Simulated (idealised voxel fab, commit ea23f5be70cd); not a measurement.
Presented below is a process module, voxel ribs on slabs.
The cross-section shown here is cut; it is 250 nm wide and divided into square cells measuring 5 nm on a side.
Cross-section, as written here: a square-cell grid given band by band from the top down, where a band holds one or more rows of cells.
Heads up on the band format: heights come first, top then bottom, in nm. After that it's the materials left to right, each with its width in nm. A single material flagged "all across" fills the whole band edge to edge, and "air" means there's empty space there.
Height 0 is the level under which the wafer as received is all one material. The lowest band goes on downwards, as in "0 -> down".
Think of "30 to 40" as a width that walks from the first number to the second as you go down the band, top row to bottom row, taking equal-sized steps from row to row.
Step marked "remained unchanged"? Then no cell in the cross-section changed in it.
"Closed empty spaces" - sealed voids, min. 8 cells, no opening to top; format: width x height at distance (distance from left edge; nm throughout).
If you see something after the settings on a step's line, that's the simulator's own remark about that step.
You can add "overlay nm" to a step's line. For a step with a mask, it describes how far the mask lay to the right of its planned position, and a negative number describes a lay to the left.

PROCESS STEPS (PLANNED)
1,RECEIVE | material Si
2,DIRECTIONAL_DEP | material SiO2 | thk nm 25
3,DIRECTIONAL_DEP | material SiN | thk nm 15
4,MASKED_ETCH | tone cover | mask id RIB | width nm 20 | etch materials SiN | depth nm 10 | overlay nm 0
5,MASKED_ETCH | tone cover | mask id SLAB | width nm 60 | etch materials SiN | depth nm 5 | overlay nm 0
6,FILL_DEP | material SiO2 | thk nm 20
7,CMP | height nm 50
8,DIRECTIONAL_DEP | material TiN | thk nm 5
9,MASKED_ETCH | tone cover | mask id HEATER | width nm 30 | etch materials TiN | depth nm 5 | overlay nm 0
10,CONFORMAL_DEP | material SiO2 | thk nm 5

WAFER AS RECEIVED: CROSS-SECTION FOLLOWING STEP 1
* 0 -> down | Si all across
* Closed empty spaces: none

CROSS-SECTION, FIRST OF TWO WAFERS, END OF MODULE, RUN AS PLANNED
* 60 -> 55 | air 105 nm  SiO2 40 nm  air 105 nm
* 55 -> 50 | SiO2 110 nm  TiN 30 nm  SiO2 110 nm
* 50 -> 40 | SiO2 all across
* 40 -> 30 | SiO2 115 nm  SiN 20 nm  SiO2 115 nm
* 30 -> 25 | SiO2 95 nm  SiN 60 nm  SiO2 95 nm
* 25 -> 0 | SiO2 all across
* 0 -> down | Si all across
* Closed empty spaces: none

SECOND WAFER OF THE TWO, SECTIONED AT THE END OF THE MODULE. IT BEGAN LIKE THE FIRST AND FOLLOWED THE SAME PLAN, BUT ONE MISTAKE WAS MADE WHILE RUNNING IT
* 60 -> 55 | air 105 nm  SiO2 40 nm  air 105 nm
* 55 -> 50 | SiO2 110 nm  TiN 30 nm  SiO2 110 nm
* 50 -> 40 | SiO2 all across
* 40 -> 35 | SiO2 95 nm  SiN 20 nm  SiO2 20 nm  SiN 20 nm  SiO2 95 nm
* 35 -> 30 | SiN 115 nm  SiO2 20 nm  SiN 115 nm
* 30 -> 25 | SiN all across
* 25 -> 0 | SiO2 all across
* 0 -> down | Si all across
* Closed empty spaces: none
It is concluded that the wafer was processed incorrectly with respect to the plan, in that step 4 ran differently from the plan; actual operation with settings: MASKED_ETCH | tone open | mask id RIB | width nm 20 | etch materials SiN | depth nm 10 | overlay nm 0
Wrapping up, a cell-based count of both wafers puts the second over or under the first for these materials: 84 more of SiN; 84 fewer of SiO2
